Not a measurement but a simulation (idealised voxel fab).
process module | voxel double patterning
cross-section cut | 295 nm wide | cells 5 nm
A cross-section is a grid of square cells, given in bands from the top down. A band is one or more rows of cells.
Each band's line starts with the height of the band's top and of its bottom, in nm. Then come its materials from left to right, each with its width in nm. One material with "throughout" fills the band from edge to edge. "air" is empty space.
Height 0 is the level under which the wafer as received is all one material. The lowest band goes on downwards, as in "0 down".
A width such as "30 to 40" changes by the same amount from each row of cells to the next, from the band's top row to its bottom row.
"no change" after a step means that no cell of the cross-section changed.
closed voids: empty space of 8 cells or more with no open way to the top, each as width x height at its distance from the left edge, in nm
after a step's settings: what the simulator itself notes on the step
overlay nm, on a step with a mask: how far to the right of its planned place the mask lay; to the left if negative
plan
1 op RECEIVE | material Si
2 op CONFORMAL_DEP | material SiN | thk nm 10
3 op DIRECTIONAL_DEP | material SiO2 | thk nm 15
4 op DIRECTIONAL_DEP | material SiCN | thk nm 5
5 op PATTERN | tone open | mask id FIRST | material resist | width nm 15 | pitch nm 50 | thk nm 15 | overlay nm 0
6 op DIRECTIONAL_ETCH | etch materials SiCN | depth nm 5
7 op STRIP | etch materials resist
8 op DIRECTIONAL_DEP | material aC | thk nm 10
9 op PATTERN | tone open | mask id SECOND | material resist | width nm 15 | thk nm 30 | overlay nm -15
10 op DIRECTIONAL_ETCH | etch materials aC | depth nm 10
11 op STRIP | etch materials resist
12 op DIRECTIONAL_ETCH | etch materials SiCN | depth nm 5
13 op STRIP | etch materials aC
14 op DIRECTIONAL_ETCH | etch materials SiO2 | depth nm 15
15 op STRIP | etch materials SiCN
varied across the wafers: overlay nm of step 9. The plan shows the first wafer's value. All wafers start alike
first wafer as received, after step 1
  0 down: Si throughout
  closed voids: none
each wafer at the end: cells of each material gained (+) or lost (-) since it was received, then its closed voids
overlay nm -15 | +118 SiN | +153 SiO2 | closed voids: none
overlay nm -10 | +118 SiN | +150 SiO2 | closed voids: none
overlay nm -5 | +118 SiN | +150 SiO2 | closed voids: none
overlay nm 0 | +118 SiN | +150 SiO2 | closed voids: none
overlay nm 5 | +118 SiN | +150 SiO2 | closed voids: none
overlay nm 10 | +118 SiN | +150 SiO2 | closed voids: none
overlay nm 15 | +118 SiN | +153 SiO2 | closed voids: none
